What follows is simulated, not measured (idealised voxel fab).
process module | voxel ribs on slabs
cross-section cut | 215 nm wide | cells 5 nm
A cross-section is a grid of square cells, given in bands from the top down. A band is one or more rows of cells.
Each band's line starts with the height of the band's top and of its bottom, in nm. Then come its materials from left to right, each with its width in nm. One material with "throughout" fills the band from edge to edge. "air" is empty space.
Height 0 is the level under which the wafer as received is all one material. The lowest band goes on downwards, as in "0 down".
A width such as "30 to 40" changes by the same amount from each row of cells to the next, from the band's top row to its bottom row.
"no change" after a step means that no cell of the cross-section changed.
closed voids: empty space of 8 cells or more with no open way to the top, each as width x height at its distance from the left edge, in nm
after a step's settings: what the simulator itself notes on the step
overlay nm, on a step with a mask: how far to the right of its planned place the mask lay; to the left if negative
plan
1 op RECEIVE | material Si
2 op DIRECTIONAL_DEP | material SiO2 | thk nm 25
3 op DIRECTIONAL_DEP | material SiN | thk nm 15
4 op PATTERN | tone cover | mask id RIB | material resist | width nm 25 | thk nm 15 | overlay nm 0
5 op DIRECTIONAL_ETCH | etch materials SiN | depth nm 5
6 op STRIP | etch materials resist
7 op PATTERN | tone cover | mask id SLAB | material resist | width nm 55 | thk nm 15 | overlay nm 0
8 op DIRECTIONAL_ETCH | etch materials SiN | depth nm 10
9 op STRIP | etch materials resist
10 op FILL_DEP | material SiO2 | thk nm 25
11 op CMP | height nm 60
12 op DIRECTIONAL_DEP | material TiN | thk nm 10
13 op DIRECTIONAL_DEP | material aC | thk nm 15
14 op PATTERN | tone cover | mask id HEATER | material resist | width nm 35 | thk nm 35 | overlay nm 0
15 op DIRECTIONAL_ETCH | etch materials aC | depth nm 15
16 op STRIP | etch materials resist
17 op DIRECTIONAL_ETCH | etch materials TiN | depth nm 10
18 op STRIP | etch materials aC
19 op CONFORMAL_DEP | material SiO2 | thk nm 10
first wafer, as planned
as received, after step 1
  0 down: Si throughout
  closed voids: none
after step 2
  25 to 0: SiO2 throughout
  below 0: unchanged
after step 3
  40 to 25: SiN throughout
  below 25: unchanged
after step 4
  55 to 40: air 95 | resist 25 | air 95
  below 40: unchanged
after step 5
  55 to 40: air 95 | resist 25 | air 95
  40 to 35: air 95 | SiN 25 | air 95
  below 35: unchanged
after step 6
  40 to 35: air 95 | SiN 25 | air 95
  below 35: unchanged
after step 7
  55 to 40: air 80 | resist 55 | air 80
  40 to 35: air 80 | resist 15 | SiN 25 | resist 15 | air 80
  below 35: unchanged
after step 8
  55 to 40: air 80 | resist 55 | air 80
  40 to 35: air 80 | resist 15 | SiN 25 | resist 15 | air 80
  35 to 25: air 80 | SiN 55 | air 80
  below 25: unchanged
after step 9
  40 to 35: air 95 | SiN 25 | air 95
  below 35: unchanged
after step 10
  65 to 40: SiO2 throughout
  40 to 35: SiO2 95 | SiN 25 | SiO2 95
  35 to 25: SiO2 80 | SiN 55 | SiO2 80
  below 25: unchanged
after step 11
  60 to 40: SiO2 throughout
  below 40: unchanged
after step 12
  70 to 60: TiN throughout
  below 60: unchanged
after step 13
  85 to 70: aC throughout
  below 70: unchanged
after step 14
  120 to 85: air 90 | resist 35 | air 90
  below 85: unchanged
after step 15
  105 to 85: air 90 | resist 35 | air 90
  85 to 70: air 90 | aC 35 | air 90
  below 70: unchanged
after step 16
  85 to 70: air 90 | aC 35 | air 90
  below 70: unchanged
after step 17
  85 to 70: air 90 | aC 35 | air 90
  70 to 60: air 90 | TiN 35 | air 90
  below 60: unchanged
after step 18
  70 to 60: air 90 | TiN 35 | air 90
  below 60: unchanged
after step 19
  80 to 70: air 80 | SiO2 55 | air 80
  70 to 60: SiO2 90 | TiN 35 | SiO2 90
  below 60: unchanged
second wafer: like start, like plan, one mistake. Through step 2 it matches the first wafer
when step 3 should have ended
  55 to 25: SiN throughout
  below 25: unchanged
when step 4 should have ended
  70 to 55: air 95 | resist 25 | air 95
  below 55: unchanged
when step 5 should have ended
  70 to 55: air 95 | resist 25 | air 95
  55 to 50: air 95 | SiN 25 | air 95
  below 50: unchanged
when step 6 should have ended
  55 to 50: air 95 | SiN 25 | air 95
  below 50: unchanged
when step 7 should have ended
  70 to 55: air 80 | resist 55 | air 80
  55 to 50: air 80 | resist 15 | SiN 25 | resist 15 | air 80
  below 50: unchanged
when step 8 should have ended
  70 to 55: air 80 | resist 55 | air 80
  55 to 50: air 80 | resist 15 | SiN 25 | resist 15 | air 80
  50 to 40: air 80 | SiN 55 | air 80
  below 40: unchanged
when step 9 should have ended
  55 to 50: air 95 | SiN 25 | air 95
  below 50: unchanged
when step 10 should have ended
  80 to 55: SiO2 throughout
  55 to 50: SiO2 95 | SiN 25 | SiO2 95
  50 to 40: SiO2 80 | SiN 55 | SiO2 80
  below 40: unchanged
when step 11 should have ended
  60 to 55: SiO2 throughout
  below 55: unchanged
when step 12 should have ended
  70 to 60: TiN throughout
  below 60: unchanged
when step 13 should have ended
  85 to 70: aC throughout
  below 70: unchanged
when step 14 should have ended
  120 to 85: air 90 | resist 35 | air 90
  below 85: unchanged
when step 15 should have ended
  105 to 85: air 90 | resist 35 | air 90
  85 to 70: air 90 | aC 35 | air 90
  below 70: unchanged
when step 16 should have ended
  85 to 70: air 90 | aC 35 | air 90
  below 70: unchanged
when step 17 should have ended
  85 to 70: air 90 | aC 35 | air 90
  70 to 60: air 90 | TiN 35 | air 90
  below 60: unchanged
when step 18 should have ended
  70 to 60: air 90 | TiN 35 | air 90
  below 60: unchanged
when step 19 should have ended
  80 to 70: air 80 | SiO2 55 | air 80
  70 to 60: SiO2 90 | TiN 35 | SiO2 90
  below 60: unchanged
what went wrong: step 3 was run twice
at the end the second wafer has, in cells: 129 more of SiN | 129 fewer of SiO2
